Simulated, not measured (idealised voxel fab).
The following process module bears the name voxel lift off.
Pictured: cross-section cut, 175 nm wide, on a grid of 5 nm square cells.
Just so we're on the same page, the cross-sections are grids of square cells, and they're listed out in bands top to bottom, each band one or more rows deep.
Each band's line starts with the height of the band's top and of its bottom, in nm. Then come its materials from left to right, each with its width in nm. One material with "full width" fills the band from edge to edge. "air" is empty space.
Counting heights begins at 0, where everything beneath is, in the wafer as received, one material. The lowest band has no bottom; it goes on downwards, as "0 nm and below" shows.
The expression "30..40" gives the width at the extremes of the band, the first number at its top row of cells and the second at its bottom row, with the width changing by equal amounts from each row to the next in between.
"same as before" after a step means that no cell of the cross-section changed.
The entry "Enclosed void inventory" lists the empty spaces that cover at least 8 cells and have no open path to the top. Each is written as width x height at distance, where the distance is measured from the left edge and all three values are in nm.
On each step's line, the part that comes after the settings is the simulator's own comment on the step.
The setting "overlay nm" may be written on the line of a step. When the step uses a mask, the value reports how far to the right of the planned place the mask lay, and a negative value reports that it lay to the left.

### Set out below are the planned steps of the process
1: RECEIVE: material Si
2: CONFORMAL_DEP: material SiO2, thk nm 15
3: PATTERN: tone open, mask id LINES, material resist, width nm 30, pitch nm 45, thk nm 30, overlay nm 0
4: DIRECTIONAL_DEP: material Ru, thk nm 15
5: STRIP: etch materials resist
6: CONFORMAL_DEP: material SiO2, thk nm 5

### Incoming wafer in cross-section (state: after step 1)
  0 nm and below | Si full width
  Enclosed void inventory: none

### End-of-module XS, first of two wafers, run as planned
  35 nm to 30 nm | 45 air / 40 SiO2 / 5 air / 40 SiO2 / 45 air
  30 nm to 20 nm | 45 air / 5 SiO2 / 30 Ru / 5 SiO2 / 5 air / 5 SiO2 / 30 Ru / 5 SiO2 / 45 air
  20 nm to 15 nm | 50 SiO2 / 30 Ru / 15 SiO2 / 30 Ru / 50 SiO2
  15 nm to 0 nm | SiO2 full width
  0 nm and below | Si full width
  Enclosed void inventory: none

### Cross-section, second wafer: same start as the first, same plan as the first, one mistake in running it; taken at the end of the module
  35 nm to 30 nm | 50 air / 35 SiO2 / 10 air / 35 SiO2 / 45 air
  30 nm to 20 nm | 50 air / 5 SiO2 / 25 Ru / 5 SiO2 / 10 air / 5 SiO2 / 25 Ru / 5 SiO2 / 45 air
  20 nm to 15 nm | 55 SiO2 / 25 Ru / 20 SiO2 / 25 Ru / 50 SiO2
  15 nm to 0 nm | SiO2 full width
  0 nm and below | Si full width
  Enclosed void inventory: none
So what did we get wrong on this run? the process deviated at step 3: the operation and settings actually run there were PATTERN: tone open, mask id LINES, material resist, width nm 25, pitch nm 45, thk nm 30, overlay nm 0
Looking at both finished wafers in cells, the second ends up ahead of or behind the first on some materials: Ru: 6 fewer
